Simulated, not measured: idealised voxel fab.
The process module that follows is named voxel gate over fins.
Each square cell in cross-section cut measures 5 nm, and the section as a whole is 225 nm wide.
Bands, listed from the top down, are how a cross-section gets written in this document; the cross-section itself is a grid of square cells, and a band is one or more rows of them. Top, bottom (nm), then materials left to right with widths (nm); lone material tagged "throughout" fills the whole band edge to edge; "air" = empty space. Zero point of the height axis is 0; under it, received wafer = one material. Lowest band: continues down indefinitely, "top 0, no bottom". You'd read "30->40" like this: the band's top row of cells is as wide as the first number, its bottom row is as wide as the second, and going down, every row changes width by the same amount as the row before did. Basically "remains unaltered" means that step didn't change any cell in the cross-section. Entry "Enclosed internal voids". Content: empty spaces with no open connection to the top, size 8 cells or greater. Each: width x height at distance. Distance: from left edge. Unit: nm. Heads up: the bit after the settings on a step's line is the simulator's remark on that step. The line of a step may include "overlay nm". On a step with a mask, this value is how far to the right of its planned place the mask lay. A negative value means the mask lay to the left.

# This section lists the process steps that were planned
1) RECEIVE, material Si
2) CONFORMAL_DEP, material SiN, thk nm 10
3) DIRECTIONAL_DEP, material aC, thk nm 15
4) PATTERN, tone cover, mask id FINS, material resist, width nm 15, pitch nm 55, thk nm 35, overlay nm 0
5) DIRECTIONAL_ETCH, etch materials aC, depth nm 15
6) STRIP, etch materials resist
7) DIRECTIONAL_ETCH, etch materials SiN, depth nm 10
8) DIRECTIONAL_ETCH, etch materials Si, depth nm 40
9) STRIP, etch materials aC
10) OXIDIZE, depth nm 5
11) FILL_DEP, material SiO2, thk nm 5
12) CMP, height nm 10
13) DIRECTIONAL_DEP, material aC, thk nm 10
14) PATTERN, tone open, mask id RAIL, material resist, width nm 15, thk nm 30, overlay nm 0
15) DIRECTIONAL_ETCH, etch materials aC, depth nm 10
16) STRIP, etch materials resist
17) DIRECTIONAL_ETCH, etch materials SiO2, depth nm 45
18) STRIP, etch materials aC
19) CONFORMAL_DEP, material TiN, thk nm 5
20) FILL_DEP, material Ru, thk nm 10
21) CMP, height nm 10
22) SELECTIVE_ETCH, etch materials W Ru TiN, depth nm 30
23) FILL_DEP, material SiO2, thk nm 5
24) CMP, height nm 10
25) SELECTIVE_ETCH, etch materials SiO2, depth nm 25
26) STRIP, etch materials SiN
27) CONFORMAL_DEP, material HfO2, thk nm 5
28) CONFORMAL_DEP, material TiN, thk nm 5
29) CONFORMAL_DEP, material TiAl, thk nm 5
30) CONFORMAL_DEP, material TiN, thk nm 5
31) FILL_DEP, material W, thk nm 10
32) CMP, height nm 25
33) CONFORMAL_DEP, material SiCN, thk nm 10

# Delivered wafer in cross-section: state after step 1
    top 0, no bottom | Si throughout
    Enclosed internal voids: none

# End-of-module cross-section of the first of two wafers, processed as planned
    top 35, bottom 25 | SiCN throughout
    top 25, bottom 20 | W throughout
    top 20, bottom 15 | W: 60, TiN: 45, W: 10, TiN: 45, W: 65
    top 15, bottom 10 | W: 60, TiN: 5, TiAl: 35, TiN: 5, W: 10, TiN: 5, TiAl: 35, TiN: 5, W: 65
    top 10, bottom 5 | W: 60, TiN: 5, TiAl: 5, TiN: 25, TiAl: 5, TiN: 5, W: 10, TiN: 5, TiAl: 5, TiN: 25, TiAl: 5, TiN: 5, W: 65
    top 5, bottom 0 | TiN: 65, TiAl: 5, TiN: 5, HfO2: 15, TiN: 5, TiAl: 5, TiN: 20, TiAl: 5, TiN: 5, HfO2: 15, TiN: 5, TiAl: 5, TiN: 70
    top 0, bottom -5 | TiAl: 70, TiN: 5, HfO2: 5, Si: 5, HfO2: 5, TiN: 5, TiAl: 30, TiN: 5, HfO2: 5, Si: 5, HfO2: 5, TiN: 5, TiAl: 75
    top -5, bottom -10 | TiN: 75, HfO2: 5, Si: 5, HfO2: 5, TiN: 40, HfO2: 5, Si: 5, HfO2: 5, TiN: 80
    top -10, bottom -15 | HfO2: 80, Si: 5, HfO2: 50, Si: 5, HfO2: 85
    top -15, bottom -20 | SiO2: 80, Si: 5, SiO2: 50, Si: 5, SiO2: 85
    top -20, bottom -30 | SiO2: 80, Si: 5, SiO2: 15, TiN: 5, Ru: 5, TiN: 5, SiO2: 20, Si: 5, SiO2: 85
    top -30, bottom -35 | SiO2: 80, Si: 5, SiO2: 15, TiN: 15, SiO2: 20, Si: 5, SiO2: 85
    top -35, bottom -45 | SiO2: 80, Si: 5, SiO2: 50, Si: 5, SiO2: 85
    top -45, no bottom | Si throughout
    Enclosed internal voids: none

# Cross-section at end of module for the second wafer of two, which matched the first in starting point and plan and differed by one mistake in its processing
    top 35, bottom 25 | SiCN throughout
    top 25, bottom 20 | W throughout
    top 20, bottom 15 | W: 50, TiN: 45, W: 10, TiN: 45, W: 75
    top 15, bottom 10 | W: 50, TiN: 5, TiAl: 35, TiN: 5, W: 10, TiN: 5, TiAl: 35, TiN: 5, W: 75
    top 10, bottom 5 | W: 50, TiN: 5, TiAl: 5, TiN: 25, TiAl: 5, TiN: 5, W: 10, TiN: 5, TiAl: 5, TiN: 25, TiAl: 5, TiN: 5, W: 75
    top 5, bottom 0 | TiN: 55, TiAl: 5, TiN: 5, HfO2: 15, TiN: 5, TiAl: 5, TiN: 20, TiAl: 5, TiN: 5, HfO2: 15, TiN: 5, TiAl: 5, TiN: 80
    top 0, bottom -5 | TiAl: 60, TiN: 5, HfO2: 5, Si: 5, HfO2: 5, TiN: 5, TiAl: 30, TiN: 5, HfO2: 5, Si: 5, HfO2: 5, TiN: 5, TiAl: 85
    top -5, bottom -10 | TiN: 65, HfO2: 5, Si: 5, HfO2: 5, TiN: 40, HfO2: 5, Si: 5, HfO2: 5, TiN: 90
    top -10, bottom -15 | HfO2: 70, Si: 5, HfO2: 50, Si: 5, HfO2: 95
    top -15, bottom -20 | SiO2: 70, Si: 5, SiO2: 50, Si: 5, SiO2: 95
    top -20, bottom -30 | SiO2: 70, Si: 5, SiO2: 25, TiN: 5, Ru: 5, TiN: 5, SiO2: 10, Si: 5, SiO2: 95
    top -30, bottom -35 | SiO2: 70, Si: 5, SiO2: 25, TiN: 15, SiO2: 10, Si: 5, SiO2: 95
    top -35, bottom -45 | SiO2: 70, Si: 5, SiO2: 50, Si: 5, SiO2: 95
    top -45, no bottom | Si throughout
    Enclosed internal voids: none
Which mistake was made when the wafer was run? step 4 off recipe, ran as PATTERN, tone cover, mask id FINS, material resist, width nm 15, pitch nm 55, thk nm 35, overlay nm -10
Final state: per-material cell counts identical on both wafers; locations differ.
